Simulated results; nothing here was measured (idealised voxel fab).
process module | voxel self aligned contacts
cross-section cut | 250 nm wide | cells 5 nm
A cross-section is a grid of square cells, given in bands from the top down. A band is one or more rows of cells.
Each band's line starts with the height of the band's top and of its bottom, in nm. Then come its materials from left to right, each with its width in nm. One material with "throughout" fills the band from edge to edge. "air" is empty space.
Height 0 is the level under which the wafer as received is all one material. The lowest band goes on downwards, as in "0 down".
A width such as "30 to 40" changes by the same amount from each row of cells to the next, from the band's top row to its bottom row.
"no change" after a step means that no cell of the cross-section changed.
closed voids: empty space of 8 cells or more with no open way to the top, each as width x height at its distance from the left edge, in nm
after a step's settings: what the simulator itself notes on the step
overlay nm, on a step with a mask: how far to the right of its planned place the mask lay; to the left if negative
plan
1 op RECEIVE | material Si
2 op CONFORMAL_DEP | material SiO2 | thk nm 5
3 op DIRECTIONAL_DEP | material polySi | thk nm 30
4 op DIRECTIONAL_DEP | material SiN | thk nm 15
5 op PATTERN | tone cover | mask id GATE | material resist | width nm 35 | pitch nm 60 | thk nm 15 | overlay nm 0
6 op DIRECTIONAL_ETCH | etch materials SiN | depth nm 15
7 op DIRECTIONAL_ETCH | etch materials polySi | depth nm 30
8 op STRIP | etch materials resist
9 op CONFORMAL_DEP | material SiN | thk nm 5
10 op DIRECTIONAL_ETCH | etch materials SiN | depth nm 5
11 op FILL_DEP | material SiO2 | thk nm 15
12 op CMP | height nm 60
13 op PATTERN | tone open | mask id CONTACT | material resist | width nm 35 | pitch nm 60 | thk nm 15 | overlay nm 0
14 op DIRECTIONAL_ETCH | etch materials SiO2 | depth nm 60
15 op STRIP | etch materials resist
16 op CONFORMAL_DEP | material TiN | thk nm 5
17 op FILL_DEP | material Ru | thk nm 5
18 op CMP | height nm 60
19 op CONFORMAL_DEP | material SiCN | thk nm 5
first wafer, as planned
as received, after step 1
  0 down: Si throughout
  closed voids: none
after step 2
  5 to 0: SiO2 throughout
  below 0: unchanged
after step 3
  35 to 5: polySi throughout
  below 5: unchanged
after step 4
  50 to 35: SiN throughout
  below 35: unchanged
after step 5
  65 to 50: air 45 | resist 35 | air 25 | resist 35 | air 25 | resist 35 | air 50
  below 50: unchanged
after step 6
  65 to 50: air 45 | resist 35 | air 25 | resist 35 | air 25 | resist 35 | air 50
  50 to 35: air 45 | SiN 35 | air 25 | SiN 35 | air 25 | SiN 35 | air 50
  below 35: unchanged
after step 7
  65 to 50: air 45 | resist 35 | air 25 | resist 35 | air 25 | resist 35 | air 50
  50 to 35: air 45 | SiN 35 | air 25 | SiN 35 | air 25 | SiN 35 | air 50
  35 to 5: air 45 | polySi 35 | air 25 | polySi 35 | air 25 | polySi 35 | air 50
  below 5: unchanged
after step 8
  50 to 35: air 45 | SiN 35 | air 25 | SiN 35 | air 25 | SiN 35 | air 50
  below 35: unchanged
after step 9
  55 to 35: air 40 | SiN 45 | air 15 | SiN 45 | air 15 | SiN 45 | air 45
  35 to 10: air 40 | SiN 5 | polySi 35 | SiN 5 | air 15 | SiN 5 | polySi 35 | SiN 5 | air 15 | SiN 5 | polySi 35 | SiN 5 | air 45
  10 to 5: SiN 45 | polySi 35 | SiN 25 | polySi 35 | SiN 25 | polySi 35 | SiN 50
  below 5: unchanged
after step 10
  50 to 35: air 40 | SiN 45 | air 15 | SiN 45 | air 15 | SiN 45 | air 45
  35 to 5: air 40 | SiN 5 | polySi 35 | SiN 5 | air 15 | SiN 5 | polySi 35 | SiN 5 | air 15 | SiN 5 | polySi 35 | SiN 5 | air 45
  below 5: unchanged
after step 11
  65 to 50: SiO2 throughout
  50 to 35: SiO2 40 | SiN 45 | SiO2 15 | SiN 45 | SiO2 15 | SiN 45 | SiO2 45
  35 to 5: SiO2 40 | SiN 5 | polySi 35 | SiN 5 | SiO2 15 | SiN 5 | polySi 35 | SiN 5 | SiO2 15 | SiN 5 | polySi 35 | SiN 5 | SiO2 45
  below 5: unchanged
after step 12
  60 to 50: SiO2 throughout
  below 50: unchanged
after step 13
  75 to 60: resist 75 | air 35 | resist 25 | air 35 | resist 80
  below 60: unchanged
after step 14
  75 to 60: resist 75 | air 35 | resist 25 | air 35 | resist 80
  60 to 50: SiO2 75 | air 35 | SiO2 25 | air 35 | SiO2 80
  50 to 35: SiO2 40 | SiN 45 | air 15 | SiN 45 | air 15 | SiN 45 | SiO2 45
  35 to 5: SiO2 40 | SiN 5 | polySi 35 | SiN 5 | air 15 | SiN 5 | polySi 35 | SiN 5 | air 15 | SiN 5 | polySi 35 | SiN 5 | SiO2 45
  5 to 0: SiO2 85 | air 15 | SiO2 45 | air 15 | SiO2 90
  below 0: unchanged
after step 15
  60 to 50: SiO2 75 | air 35 | SiO2 25 | air 35 | SiO2 80
  below 50: unchanged
after step 16
  65 to 60: TiN 80 | air 25 | TiN 35 | air 25 | TiN 85
  60 to 50: SiO2 75 | TiN 5 to 15 | air 25 to 5 | TiN 5 to 15 | SiO2 25 | TiN 5 to 15 | air 25 to 5 | TiN 5 to 15 | SiO2 80
  50 to 35: SiO2 40 | SiN 45 | TiN 5 | air 5 | TiN 5 | SiN 45 | TiN 5 | air 5 | TiN 5 | SiN 45 | SiO2 45
  35 to 5: SiO2 40 | SiN 5 | polySi 35 | SiN 5 | TiN 5 | air 5 | TiN 5 | SiN 5 | polySi 35 | SiN 5 | TiN 5 | air 5 | TiN 5 | SiN 5 | polySi 35 | SiN 5 | SiO2 45
  5 to 0: SiO2 85 | TiN 15 | SiO2 45 | TiN 15 | SiO2 90
  below 0: unchanged
after step 17
  70 to 65: Ru throughout
  65 to 60: TiN 80 | Ru 25 | TiN 35 | Ru 25 | TiN 85
  60 to 50: SiO2 75 | TiN 5 to 15 | Ru 25 to 5 | TiN 5 to 15 | SiO2 25 | TiN 5 to 15 | Ru 25 to 5 | TiN 5 to 15 | SiO2 80
  50 to 35: SiO2 40 | SiN 45 | TiN 5 | Ru 5 | TiN 5 | SiN 45 | TiN 5 | Ru 5 | TiN 5 | SiN 45 | SiO2 45
  35 to 5: SiO2 40 | SiN 5 | polySi 35 | SiN 5 | TiN 5 | Ru 5 | TiN 5 | SiN 5 | polySi 35 | SiN 5 | TiN 5 | Ru 5 | TiN 5 | SiN 5 | polySi 35 | SiN 5 | SiO2 45
  below 5: unchanged
after step 18
  60 to 50: SiO2 75 | TiN 5 to 15 | Ru 25 to 5 | TiN 5 to 15 | SiO2 25 | TiN 5 to 15 | Ru 25 to 5 | TiN 5 to 15 | SiO2 80
  below 50: unchanged
after step 19
  65 to 60: SiCN throughout
  below 60: unchanged
second wafer: like start, like plan, one mistake. Through step 3 it matches the first wafer
when step 4 should have ended
  65 to 35: SiN throughout
  below 35: unchanged
when step 5 should have ended
  80 to 65: air 45 | resist 35 | air 25 | resist 35 | air 25 | resist 35 | air 50
  below 65: unchanged
when step 6 should have ended
  80 to 65: air 45 | resist 35 | air 25 | resist 35 | air 25 | resist 35 | air 50
  65 to 50: air 45 | SiN 35 | air 25 | SiN 35 | air 25 | SiN 35 | air 50
  below 50: unchanged
when step 7 should have ended: no change
when step 8 should have ended
  65 to 50: air 45 | SiN 35 | air 25 | SiN 35 | air 25 | SiN 35 | air 50
  below 50: unchanged
when step 9 should have ended
  70 to 55: air 40 | SiN 45 | air 15 | SiN 45 | air 15 | SiN 45 | air 45
  55 to 35: SiN throughout
  below 35: unchanged
when step 10 should have ended
  65 to 50: air 40 | SiN 45 | air 15 | SiN 45 | air 15 | SiN 45 | air 45
  below 50: unchanged
when step 11 should have ended
  80 to 65: SiO2 throughout
  65 to 50: SiO2 40 | SiN 45 | SiO2 15 | SiN 45 | SiO2 15 | SiN 45 | SiO2 45
  below 50: unchanged
when step 12 should have ended
  60 to 50: SiO2 40 | SiN 45 | SiO2 15 | SiN 45 | SiO2 15 | SiN 45 | SiO2 45
  below 50: unchanged
when step 13 should have ended
  75 to 60: resist 75 | air 35 | resist 25 | air 35 | resist 80
  below 60: unchanged
when step 14 should have ended
  75 to 60: resist 75 | air 35 | resist 25 | air 35 | resist 80
  60 to 50: SiO2 40 | SiN 45 | air 15 | SiN 45 | air 15 | SiN 45 | SiO2 45
  below 50: unchanged
when step 15 should have ended
  60 to 50: SiO2 40 | SiN 45 | air 15 | SiN 45 | air 15 | SiN 45 | SiO2 45
  below 50: unchanged
when step 16 should have ended
  65 to 60: TiN 90 | air 5 | TiN 55 | air 5 | TiN 95
  60 to 55: SiO2 40 | SiN 45 | TiN 5 | air 5 | TiN 5 | SiN 45 | TiN 5 | air 5 | TiN 5 | SiN 45 | SiO2 45
  55 to 50: SiO2 40 | SiN 45 | TiN 15 | SiN 45 | TiN 15 | SiN 45 | SiO2 45
  below 50: unchanged
when step 17 should have ended
  70 to 65: Ru throughout
  65 to 60: TiN 90 | Ru 5 | TiN 55 | Ru 5 | TiN 95
  60 to 55: SiO2 40 | SiN 45 | TiN 5 | Ru 5 | TiN 5 | SiN 45 | TiN 5 | Ru 5 | TiN 5 | SiN 45 | SiO2 45
  below 55: unchanged
when step 18 should have ended
  60 to 55: SiO2 40 | SiN 45 | TiN 5 | Ru 5 | TiN 5 | SiN 45 | TiN 5 | Ru 5 | TiN 5 | SiN 45 | SiO2 45
  below 55: unchanged
when step 19 should have ended
  65 to 60: SiCN throughout
  below 60: unchanged
what went wrong: step 4 was run twice
at the end the second wafer has, in cells: 28 fewer of Ru | 87 more of SiN | 185 fewer of SiO2 | 48 fewer of TiN | 174 more of polySi
